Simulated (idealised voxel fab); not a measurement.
You're looking at the process module voxel wiring stack.
Square cell edge 5 nm, section width 180 nm, ID cut.
Think of the cross-section as a grid of square cells. We describe it in bands, top to bottom, and each band covers one or more rows of those cells.
Top height, bottom height, nm. Materials left to right, width each, nm. Single material + "edge to edge" = fills band edge to edge. "air" = empty.
Basically, 0 is our baseline, since under it the wafer straight out of the box is all one material. The bottom band has no lower end and keeps on going down, so it looks like "z 0 and below".
Per-row width for "30 to 40": begins at first number (top row of band), ends at second number (bottom row), increment between rows held constant.
It should be understood that the words "nothing altered", when stated for a given step, signify that the cross-section underwent no change in any of its cells during that step.
Closed empty spaces (no open way to the top) of 8 cells or more are what "Closed cavity list" lists, each as width x height at distance from the left edge, nm for all three.
That trailing text on a step's line, after the settings, is the simulator's own remark on the step.
Among the settings permitted on a step's line is "overlay nm"; applied to a step with a mask, it specifies the extent to which the mask lay to the right of its planned position, whereas a negative figure signifies a position to the left.
## These are the steps we planned for the process
1 RECEIVE, material Si
2 CONFORMAL_DEP, material SiO2, thk nm 10
3 DIRECTIONAL_DEP, material TiN, thk nm 5
4 DIRECTIONAL_DEP, material Ru, thk nm 15
5 MASKED_ETCH, tone cover, mask id METAL_1, width nm 30, pitch nm 50, etch materials Ru, depth nm 15, overlay nm 0
6 MASKED_ETCH, tone cover, mask id METAL_1, width nm 30, pitch nm 50, etch materials TiN, depth nm 5, overlay nm 0
7 CONFORMAL_DEP, material SiCN, thk nm 5
8 FILL_DEP, material SiO2, thk nm 10
9 CMP, height nm 30
10 CONFORMAL_DEP, material SiCN, thk nm 5
11 DIRECTIONAL_DEP, material SiO2, thk nm 30
12 MASKED_ETCH, tone open, mask id METAL_2_HOLES, width nm 15, pitch nm 50, etch materials SiO2, depth nm 30, overlay nm 0
13 PATTERN, tone open, mask id METAL_2, material resist, width nm 30, pitch nm 50, thk nm 20, overlay nm 0
14 DIRECTIONAL_ETCH, etch materials SiO2, depth nm 20
15 DIRECTIONAL_ETCH, etch materials SiCN, depth nm 5
16 STRIP, etch materials resist
17 CONFORMAL_DEP, material TiN, thk nm 5
18 FILL_DEP, material Ru, thk nm 5
19 CMP, height nm 65
20 CONFORMAL_DEP, material SiCN, thk nm 5
21 DIRECTIONAL_DEP, material SiO2, thk nm 25
22 PATTERN, tone open, mask id METAL_3, material resist, width nm 30, pitch nm 50, thk nm 20, overlay nm 0
23 DIRECTIONAL_ETCH, etch materials SiO2, depth nm 15
24 STRIP, etch materials resist
25 MASKED_ETCH, tone open, mask id METAL_3_HOLES, width nm 15, etch materials SiO2, depth nm 10, overlay nm 0
26 MASKED_ETCH, tone open, mask id METAL_3_HOLES, width nm 15, etch materials SiCN, depth nm 5, overlay nm -15
27 CONFORMAL_DEP, material TiN, thk nm 5
28 FILL_DEP, material Ru, thk nm 10
29 CMP, height nm 95
30 CONFORMAL_DEP, material SiCN, thk nm 5
31 DIRECTIONAL_DEP, material lowk, thk nm 35
32 MASKED_ETCH, tone open, mask id METAL_4, width nm 30, pitch nm 50, etch materials lowk, depth nm 20, overlay nm 0
33 MASKED_ETCH, tone open, mask id METAL_4_HOLES, width nm 15, pitch nm 50, etch materials lowk, depth nm 15, overlay nm 0
34 MASKED_ETCH, tone open, mask id METAL_4_HOLES, width nm 15, pitch nm 50, etch materials SiCN, depth nm 5, overlay nm 0
35 CONFORMAL_DEP, material TiN, thk nm 5
36 FILL_DEP, material Ru, thk nm 5
37 CMP, height nm 135
38 CONFORMAL_DEP, material SiCN, thk nm 5
What sets these wafers apart? The overlay nm at step 26. They all start alike, and the plan carries the first wafer's value.
## After step 1, as received: first of several wafers, cross-section
- z 0 and below | Si edge to edge
- Closed cavity list: none
## Post step 38, the closing step of the module: first of several wafers, cross-sectioned
- z 140 to 135 | SiCN edge to edge
- z 135 to 120 | 50 lowk / 5 TiN / 20 Ru / 5 TiN / 20 lowk / 5 TiN / 20 Ru / 5 TiN / 50 lowk
- z 120 to 115 | 50 lowk / 5 TiN / 5 Ru / 20 TiN / 20 lowk / 5 TiN / 5 Ru / 20 TiN / 50 lowk
- z 115 to 100 | 50 lowk / 5 TiN / 5 Ru / 5 TiN / 35 lowk / 5 TiN / 5 Ru / 5 TiN / 65 lowk
- z 100 to 95 | 50 SiCN / 15 TiN / 35 SiCN / 15 TiN / 65 SiCN
- z 95 to 85 | 50 SiO2 / 5 TiN / 20 Ru / 5 TiN / 20 SiO2 / 5 TiN / 20 Ru / 5 TiN / 50 SiO2
- z 85 to 80 | 50 SiO2 / 5 TiN / 5 Ru / 20 TiN / 20 SiO2 / 30 TiN / 50 SiO2
- z 80 to 75 | 50 SiO2 / 5 TiN / 5 Ru / 5 TiN / 115 SiO2
- z 75 to 70 | 50 SiO2 / 15 TiN / 115 SiO2
- z 70 to 65 | SiCN edge to edge
- z 65 to 50 | 50 SiO2 / 5 TiN / 20 Ru / 5 TiN / 20 SiO2 / 5 TiN / 20 Ru / 5 TiN / 50 SiO2
- z 50 to 45 | 50 SiO2 / 5 TiN / 5 Ru / 20 TiN / 20 SiO2 / 5 TiN / 5 Ru / 20 TiN / 50 SiO2
- z 45 to 35 | 50 SiO2 / 5 TiN / 5 Ru / 5 TiN / 35 SiO2 / 5 TiN / 5 Ru / 5 TiN / 65 SiO2
- z 35 to 30 | 50 SiCN / 15 TiN / 35 SiCN / 15 TiN / 65 SiCN
- z 30 to 15 | 45 SiO2 / 5 SiCN / 30 Ru / 5 SiCN / 10 SiO2 / 5 SiCN / 30 Ru / 5 SiCN / 45 SiO2
- z 15 to 10 | 50 SiCN / 30 TiN / 20 SiCN / 30 TiN / 50 SiCN
- z 10 to 0 | SiO2 edge to edge
- z 0 and below | Si edge to edge
- Closed cavity list: none
## End of module: cross-section, last of several wafers
- z 140 to 135 | SiCN edge to edge
- z 135 to 120 | 50 lowk / 5 TiN / 20 Ru / 5 TiN / 20 lowk / 5 TiN / 20 Ru / 5 TiN / 50 lowk
- z 120 to 115 | 50 lowk / 5 TiN / 5 Ru / 20 TiN / 20 lowk / 5 TiN / 5 Ru / 20 TiN / 50 lowk
- z 115 to 100 | 50 lowk / 5 TiN / 5 Ru / 5 TiN / 35 lowk / 5 TiN / 5 Ru / 5 TiN / 65 lowk
- z 100 to 95 | 50 SiCN / 15 TiN / 35 SiCN / 15 TiN / 65 SiCN
- z 95 to 85 | 50 SiO2 / 5 TiN / 20 Ru / 5 TiN / 20 SiO2 / 5 TiN / 20 Ru / 5 TiN / 50 SiO2
- z 85 to 80 | 50 SiO2 / 5 TiN / 5 Ru / 20 TiN / 20 SiO2 / 30 TiN / 50 SiO2
- z 80 to 75 | 50 SiO2 / 5 TiN / 5 Ru / 5 TiN / 115 SiO2
- z 75 to 70 | 50 SiO2 / 15 TiN / 115 SiO2
- z 70 to 65 | SiCN edge to edge
- z 65 to 50 | 50 SiO2 / 5 TiN / 20 Ru / 5 TiN / 20 SiO2 / 5 TiN / 20 Ru / 5 TiN / 50 SiO2
- z 50 to 45 | 50 SiO2 / 5 TiN / 5 Ru / 20 TiN / 20 SiO2 / 5 TiN / 5 Ru / 20 TiN / 50 SiO2
- z 45 to 35 | 50 SiO2 / 5 TiN / 5 Ru / 5 TiN / 35 SiO2 / 5 TiN / 5 Ru / 5 TiN / 65 SiO2
- z 35 to 30 | 50 SiCN / 15 TiN / 35 SiCN / 15 TiN / 65 SiCN
- z 30 to 15 | 45 SiO2 / 5 SiCN / 30 Ru / 5 SiCN / 10 SiO2 / 5 SiCN / 30 Ru / 5 SiCN / 45 SiO2
- z 15 to 10 | 50 SiCN / 30 TiN / 20 SiCN / 30 TiN / 50 SiCN
- z 10 to 0 | SiO2 edge to edge
- z 0 and below | Si edge to edge
- Closed cavity list: none
## Gained (+) or lost (-) cells of each material since receipt, then closed voids: one row per wafer, at the end of the module
overlay nm -15 | +116 Ru | +168 SiCN | +426 SiO2 | +112 TiN | +186 lowk | Closed cavity list: none
overlay nm -10 | +116 Ru | +167 SiCN | +426 SiO2 | +113 TiN | +186 lowk | Closed cavity list: none
overlay nm -5 | +116 Ru | +166 SiCN | +426 SiO2 | +114 TiN | +186 lowk | Closed cavity list: none
overlay nm 0 | +117 Ru | +165 SiCN | +426 SiO2 | +114 TiN | +186 lowk | Closed cavity list: none
overlay nm 5 | +116 Ru | +166 SiCN | +426 SiO2 | +114 TiN | +186 lowk | Closed cavity list: none
overlay nm 10 | +116 Ru | +167 SiCN | +426 SiO2 | +113 TiN | +186 lowk | Closed cavity list: none
overlay nm 15 | +116 Ru | +168 SiCN | +426 SiO2 | +112 TiN | +186 lowk | Closed cavity list: none
